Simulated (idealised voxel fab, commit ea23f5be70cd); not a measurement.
process module | voxel capacitor over wiring
cross-section cut | 255 nm wide | cells 5 nm
A cross-section is a grid of square cells, given in bands from the top down. A band is one or more rows of cells.
Each band's line starts with the height of the band's top and of its bottom, in nm. Then come its materials from left to right, each with its width in nm. One material with "throughout" fills the band from edge to edge. "air" is empty space.
Height 0 is the level under which the wafer as received is all one material. The lowest band goes on downwards, as in "0 down".
A width such as "30 to 40" changes by the same amount from each row of cells to the next, from the band's top row to its bottom row.
"no change" after a step means that no cell of the cross-section changed.
closed voids: empty space of 8 cells or more with no open way to the top, each as width x height at its distance from the left edge, in nm
after a step's settings: what the simulator itself notes on the step
overlay nm, on a step with a mask: how far to the right of its planned place the mask lay; to the left if negative
plan
1 op RECEIVE | material Si
2 op CONFORMAL_DEP | material SiO2 | thk nm 10
3 op CONFORMAL_DEP | material SiN | thk nm 5
4 op DIRECTIONAL_DEP | material SiO2 | thk nm 20
5 op PATTERN | tone open | mask id METAL_1 | material resist | width nm 30 | pitch nm 80 | thk nm 15 | overlay nm 0
6 op DIRECTIONAL_ETCH | etch materials SiO2 | depth nm 20
7 op DIRECTIONAL_ETCH | etch materials SiN | depth nm 5
8 op STRIP | etch materials resist
9 op CONFORMAL_DEP | material TiN | thk nm 5
10 op FILL_DEP | material Ru | thk nm 5
11 op CMP | height nm 35
12 op EPI | material Ru | thk nm 5
13 op FILL_DEP | material SiCN | thk nm 5
14 op DIRECTIONAL_DEP | material lowk | thk nm 10
15 op PATTERN | tone open | mask id PLUG_1 | material resist | width nm 15 | thk nm 15 | overlay nm 0
16 op DIRECTIONAL_ETCH | etch materials lowk | depth nm 10
17 op DIRECTIONAL_ETCH | etch materials SiCN | depth nm 5
18 op STRIP | etch materials resist
19 op EPI | material Ru | thk nm 10
20 op EPI | material Ru | thk nm 5
21 op DIRECTIONAL_DEP | material TiN | thk nm 5
22 op DIRECTIONAL_DEP | material SiN | thk nm 5
23 op DIRECTIONAL_DEP | material TiN | thk nm 10
24 op DIRECTIONAL_DEP | material aC | thk nm 10
25 op PATTERN | tone cover | mask id UPPER_PLATE | material resist | width nm 55 | thk nm 25 | overlay nm 0
26 op DIRECTIONAL_ETCH | etch materials aC | depth nm 10
27 op STRIP | etch materials resist
28 op DIRECTIONAL_ETCH | etch materials TiN | depth nm 10
29 op DIRECTIONAL_ETCH | etch materials SiN | depth nm 5
30 op STRIP | etch materials aC
31 op PATTERN | tone cover | mask id LOWER_PLATE | material resist | width nm 65 | thk nm 20 | overlay nm 0
32 op DIRECTIONAL_ETCH | etch materials TiN | depth nm 5
33 op STRIP | etch materials resist
34 op FILL_DEP | material SiO2 | thk nm 15
35 op CMP | height nm 85
36 op DIRECTIONAL_DEP | material aC | thk nm 10
37 op PATTERN | tone open | mask id PLUG_2 | material resist | width nm 15 | thk nm 30 | overlay nm 0
38 op DIRECTIONAL_ETCH | etch materials aC | depth nm 10
39 op STRIP | etch materials resist
40 op DIRECTIONAL_ETCH | etch materials SiO2 | depth nm 10
41 op STRIP | etch materials aC
42 op CONFORMAL_DEP | material TiN | thk nm 5
43 op FILL_DEP | material Ru | thk nm 5
44 op CMP | height nm 85
45 op CONFORMAL_DEP | material SiN | thk nm 5
as received, after step 1
  0 down: Si throughout
  closed voids: none
a wafer at the end: this start, this plan, one mistake
  90 to 85: SiN throughout
  85 to 80: SiO2 95 | SiCN 5 | Ru 5 | SiCN 5 | SiO2 145
  80 to 75: SiO2 95 | SiCN 15 | SiO2 145
  75 to 65: SiO2 85 | TiN 55 | SiO2 115
  65 to 60: SiO2 85 | SiN 55 | SiO2 115
  60 to 55: SiO2 80 | TiN 65 | SiO2 110
  55 to 45: lowk 85 | Ru 15 | lowk 155
  45 to 40: SiCN 85 | Ru 15 | SiCN 155
  40 to 35: SiCN 65 | Ru 40 | SiCN 40 | Ru 40 | SiCN 70
  35 to 15: SiO2 70 | TiN 5 | Ru 20 | TiN 5 | SiO2 50 | TiN 5 | Ru 20 | TiN 5 | SiO2 75
  15 to 10: SiN 70 | TiN 30 | SiN 50 | TiN 30 | SiN 75
  10 to 0: SiO2 throughout
  0 down: Si throughout
  closed voids: none
what went wrong: step 42 ran as: op CONFORMAL_DEP | material SiCN | thk nm 5
